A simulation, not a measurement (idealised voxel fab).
This is a process module. Its name is voxel self aligned vias.
In the cross-section labelled cut, the width is 140 nm and each square cell is 5 nm.
Throughout this document, each cross-section is represented as a grid of square cells and is presented as a sequence of bands enumerated from the top downward, where a band comprises one or more rows of cells.
What a band's entry tells you: where the top is and where the bottom is, as heights in nm, and after that what lies inside, material by material from left to right, each with its width in nm. Empty space is written as the word "air", and a single material marked with the word "all across" occupies the band from edge to edge.
All heights in this document are referenced to 0, defined as the level beneath which the wafer, as received, consists entirely of one material. The lowest band is not bounded below; it extends indefinitely downward and is written in the form "top 0, no bottom".
A width such as "30..40" changes by the same amount from each row of cells to the next, from the band's top row to its bottom row.
Reading "identical to before" for a step: not a cell of the cross-section changed in it.
The entry "Enclosed internal cavities" lists the empty spaces that cover at least 8 cells and have no open path to the top. Each is written as width x height at distance, where the distance is measured from the left edge and all three values are in nm.
Whatever follows a step's settings on its line is a remark the simulator itself makes about that step.
The setting "overlay nm" may be written on the line of a step. When the step uses a mask, the value reports how far to the right of the planned place the mask lay, and a negative value reports that it lay to the left.

**Intended process steps**
1) RECEIVE: material Si
2) CONFORMAL_DEP: material SiO2, thk nm 10
3) CONFORMAL_DEP: material SiCN, thk nm 5
4) DIRECTIONAL_DEP: material lowk, thk nm 30
5) PATTERN: tone open, mask id LINES, material resist, width nm 20, pitch nm 45, thk nm 20, overlay nm 0
6) DIRECTIONAL_ETCH: etch materials lowk, depth nm 30
7) STRIP: etch materials resist
8) CONFORMAL_DEP: material TiN, thk nm 5
9) FILL_DEP: material W, thk nm 10
10) CMP: height nm 45
11) SELECTIVE_ETCH: etch materials W Ru TiN, depth nm 10
12) FILL_DEP: material SiN, thk nm 5
13) CMP: height nm 45
14) DIRECTIONAL_DEP: material lowk, thk nm 20
15) DIRECTIONAL_DEP: material aC, thk nm 10
16) PATTERN: tone open, mask id VIAS, material resist, width nm 30, pitch nm 45, thk nm 25, overlay nm 0
17) DIRECTIONAL_ETCH: etch materials aC, depth nm 10
18) STRIP: etch materials resist
19) DIRECTIONAL_ETCH: etch materials lowk, depth nm 20
20) DIRECTIONAL_ETCH: etch materials SiN, depth nm 10
21) STRIP: etch materials aC
22) CONFORMAL_DEP: material TiN, thk nm 5
23) FILL_DEP: material Cu, thk nm 10
24) CMP: height nm 65
25) CONFORMAL_DEP: material SiCN, thk nm 5

**as received, after step 1**
> top 0, no bottom  Si all across
> Enclosed internal cavities: none

**One mistake in running the module, otherwise start and plan as above: cross-section at the end**
> top 70, bottom 65  SiCN all across
> top 65, bottom 40  lowk 30, TiN 5, Cu 20, TiN 5, lowk 15, TiN 5, Cu 20, TiN 5, lowk 35
> top 40, bottom 35  lowk 30, TiN 30, lowk 15, TiN 30, lowk 35
> top 35, bottom 20  lowk 30, TiN 5, W 20, TiN 5, lowk 15, TiN 5, W 20, TiN 5, lowk 35
> top 20, bottom 15  lowk 30, TiN 30, lowk 15, TiN 30, lowk 35
> top 15, bottom 10  SiCN all across
> top 10, bottom 0  SiO2 all across
> top 0, no bottom  Si all across
> Enclosed internal cavities: none
What was done differently from what was planned? contrary to plan, step 5 was performed as PATTERN: tone open, mask id LINES, material resist, width nm 30, pitch nm 45, thk nm 20, overlay nm 0
